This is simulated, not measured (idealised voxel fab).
Process module in this document: voxel wiring stack
Cross-section cut spans 270 nm and uses square cells 5 nm in size.
Notation: cross-section as square-cell grid; stated in bands, top first, going down; one or more cell rows per band. The entry gives the band's vertical extent as a top height and a bottom height in nm, then its horizontal make-up as materials from left to right, each with a width in nm. "air" stands for empty space; a single material marked "edge to edge" fills the band edge to edge. Convention: height 0 is the level below which the wafer, as received, is all one material. The lowest band does not terminate at the bottom but continues downward, represented as "0 and below". Width "30->40": first value at the band's top row of cells, second value at its bottom row, equal change from row to row. Step note "everything unchanged" = no cross-section cell changed. The label "Voids lacking openings" introduces a list of the empty spaces, 8 cells or larger, that have no open way up to the top; each entry in it reads width x height at distance, where the distance is taken from the left edge and all three are stated in nm. Whatever follows a step's settings on its line is a remark the simulator itself makes about that step. A step line may carry the setting "overlay nm", which, for steps involving a mask, states the distance by which the mask lay to the right of its intended position; negative values denote displacement to the left.

Here's what the planned process steps look like
- 1: RECEIVE [material Si]
- 2: CONFORMAL_DEP [material SiO2] [thk nm 10]
- 3: CONFORMAL_DEP [material SiCN] [thk nm 5]
- 4: DIRECTIONAL_DEP [material SiO2] [thk nm 20]
- 5: MASKED_ETCH [tone open] [mask id METAL_1] [width nm 20] [pitch nm 45] [etch materials SiO2] [depth nm 20] [overlay nm 0]
- 6: MASKED_ETCH [tone open] [mask id METAL_1] [width nm 20] [pitch nm 45] [etch materials SiCN] [depth nm 5] [overlay nm 0]
- 7: CONFORMAL_DEP [material TiN] [thk nm 5]
- 8: FILL_DEP [material Cu] [thk nm 10]
- 9: CMP [height nm 35]
- 10: CONFORMAL_DEP [material SiCN] [thk nm 5]
- 11: DIRECTIONAL_DEP [material SiO2] [thk nm 30]
- 12: PATTERN [tone open] [mask id METAL_2_HOLES] [material resist] [width nm 15] [pitch nm 90] [thk nm 15] [overlay nm 0]
- 13: DIRECTIONAL_ETCH [etch materials SiO2] [depth nm 30]
- 14: STRIP [etch materials resist]
- 15: DIRECTIONAL_DEP [material aC] [thk nm 10]
- 16: PATTERN [tone open] [mask id METAL_2] [material resist] [width nm 20] [pitch nm 45] [thk nm 25] [overlay nm 0]
- 17: DIRECTIONAL_ETCH [etch materials aC] [depth nm 10]
- 18: STRIP [etch materials resist]
- 19: DIRECTIONAL_ETCH [etch materials SiO2] [depth nm 20]
- 20: DIRECTIONAL_ETCH [etch materials SiCN] [depth nm 5]
- 21: STRIP [etch materials aC]
- 22: CONFORMAL_DEP [material TiN] [thk nm 5]
- 23: FILL_DEP [material Cu] [thk nm 5]
- 24: CMP [height nm 70]
- 25: CONFORMAL_DEP [material SiCN] [thk nm 5]
- 26: DIRECTIONAL_DEP [material SiO2] [thk nm 35]
- 27: PATTERN [tone open] [mask id METAL_3_HOLES] [material resist] [width nm 15] [pitch nm 45] [thk nm 15] [overlay nm 0]
- 28: DIRECTIONAL_ETCH [etch materials SiO2] [depth nm 35]
- 29: STRIP [etch materials resist]
- 30: PATTERN [tone open] [mask id METAL_3] [material resist] [width nm 20] [pitch nm 45] [thk nm 15] [overlay nm 0]
- 31: DIRECTIONAL_ETCH [etch materials SiO2] [depth nm 20]
- 32: DIRECTIONAL_ETCH [etch materials SiCN] [depth nm 5]
- 33: STRIP [etch materials resist]
- 34: CONFORMAL_DEP [material TiN] [thk nm 5]
- 35: FILL_DEP [material Cu] [thk nm 5]
- 36: CMP [height nm 110]
- 37: CONFORMAL_DEP [material SiCN] [thk nm 5]
- 38: DIRECTIONAL_DEP [material SiO2] [thk nm 20]
- 39: DIRECTIONAL_DEP [material aC] [thk nm 15]
- 40: PATTERN [tone open] [mask id PLUG_3] [material resist] [width nm 15] [pitch nm 90] [thk nm 35] [overlay nm 0]
- 41: DIRECTIONAL_ETCH [etch materials aC] [depth nm 15]
- 42: STRIP [etch materials resist]
- 43: DIRECTIONAL_ETCH [etch materials SiO2] [depth nm 20]
- 44: DIRECTIONAL_ETCH [etch materials SiCN] [depth nm 5]
- 45: STRIP [etch materials aC]
- 46: CONFORMAL_DEP [material TiN] [thk nm 5]
- 47: FILL_DEP [material Cu] [thk nm 5]
- 48: CMP [height nm 135]
- 49: DIRECTIONAL_DEP [material TiN] [thk nm 5]
- 50: DIRECTIONAL_DEP [material Ru] [thk nm 25]
- 51: PATTERN [tone cover] [mask id METAL_4] [material resist] [width nm 20] [pitch nm 45] [thk nm 20] [overlay nm 0]
- 52: DIRECTIONAL_ETCH [etch materials Ru] [depth nm 25]
- 53: DIRECTIONAL_ETCH [etch materials TiN] [depth nm 5]
- 54: STRIP [etch materials resist]
- 55: FILL_DEP [material SiO2] [thk nm 5]
- 56: CMP [height nm 165]
- 57: CONFORMAL_DEP [material SiCN] [thk nm 5]

Cross-section: wafer on arrival = after step 1
  0 and below = Si edge to edge
  Voids lacking openings: none

Result of the module, cross-sectioned: start per above, plan per above, one error in how it was run
  170 down to 165 = SiCN edge to edge
  165 down to 140 = 55 nm SiO2  20 nm Ru  25 nm SiO2  20 nm Ru  25 nm SiO2  20 nm Ru  25 nm SiO2  20 nm Ru  60 nm SiO2
  140 down to 135 = 55 nm SiO2  20 nm TiN  25 nm SiO2  20 nm TiN  25 nm SiO2  20 nm TiN  25 nm SiO2  20 nm TiN  60 nm SiO2
  135 down to 115 = 55 nm SiO2  5 nm TiN  5 nm Cu  5 nm TiN  75 nm SiO2  5 nm TiN  5 nm Cu  5 nm TiN  110 nm SiO2
  115 down to 110 = 55 nm SiCN  15 nm TiN  75 nm SiCN  15 nm TiN  110 nm SiCN
  110 down to 95 = 55 nm SiO2  5 nm TiN  10 nm Cu  5 nm TiN  25 nm SiO2  5 nm TiN  10 nm Cu  5 nm TiN  25 nm SiO2  5 nm TiN  10 nm Cu  5 nm TiN  25 nm SiO2  5 nm TiN  10 nm Cu  5 nm TiN  60 nm SiO2
  95 down to 90 = 55 nm SiO2  5 nm TiN  5 nm Cu  10 nm TiN  25 nm SiO2  5 nm TiN  5 nm Cu  10 nm TiN  25 nm SiO2  5 nm TiN  5 nm Cu  10 nm TiN  25 nm SiO2  5 nm TiN  5 nm Cu  10 nm TiN  60 nm SiO2
  90 down to 75 = 55 nm SiO2  5 nm TiN  5 nm Cu  5 nm TiN  30 nm SiO2  5 nm TiN  5 nm Cu  5 nm TiN  30 nm SiO2  5 nm TiN  5 nm Cu  5 nm TiN  30 nm SiO2  5 nm TiN  5 nm Cu  5 nm TiN  65 nm SiO2
  75 down to 70 = 55 nm SiCN  15 nm TiN  30 nm SiCN  15 nm TiN  30 nm SiCN  15 nm TiN  30 nm SiCN  15 nm TiN  65 nm SiCN
  70 down to 55 = 65 nm Cu  5 nm TiN  5 nm SiO2  5 nm TiN  15 nm Cu  5 nm TiN  20 nm SiO2  5 nm TiN  30 nm Cu  5 nm TiN  5 nm SiO2  5 nm TiN  15 nm Cu  5 nm TiN  20 nm SiO2  5 nm TiN  55 nm Cu
  55 down to 50 = 60 nm TiN  5 nm Cu  5 nm TiN  5 nm SiO2  25 nm TiN  20 nm SiO2  30 nm TiN  5 nm Cu  5 nm TiN  5 nm SiO2  25 nm TiN  20 nm SiO2  60 nm TiN
  50 down to 45 = 55 nm SiO2  5 nm TiN  5 nm Cu  5 nm TiN  75 nm SiO2  5 nm TiN  5 nm Cu  5 nm TiN  110 nm SiO2
  45 down to 40 = 55 nm SiO2  15 nm TiN  75 nm SiO2  15 nm TiN  110 nm SiO2
  40 down to 35 = SiCN edge to edge
  35 down to 15 = 55 nm SiO2  5 nm TiN  10 nm Cu  5 nm TiN  25 nm SiO2  5 nm TiN  10 nm Cu  5 nm TiN  25 nm SiO2  5 nm TiN  10 nm Cu  5 nm TiN  25 nm SiO2  5 nm TiN  10 nm Cu  5 nm TiN  60 nm SiO2
  15 down to 10 = 55 nm SiCN  20 nm TiN  25 nm SiCN  20 nm TiN  25 nm SiCN  20 nm TiN  25 nm SiCN  20 nm TiN  60 nm SiCN
  10 down to 0 = SiO2 edge to edge
  0 and below = Si edge to edge
  Voids lacking openings: none
Run error: step 16 did not use the planned setting and instead ran as PATTERN [tone cover] [mask id METAL_2] [material resist] [width nm 20] [pitch nm 45] [thk nm 25] [overlay nm 0]
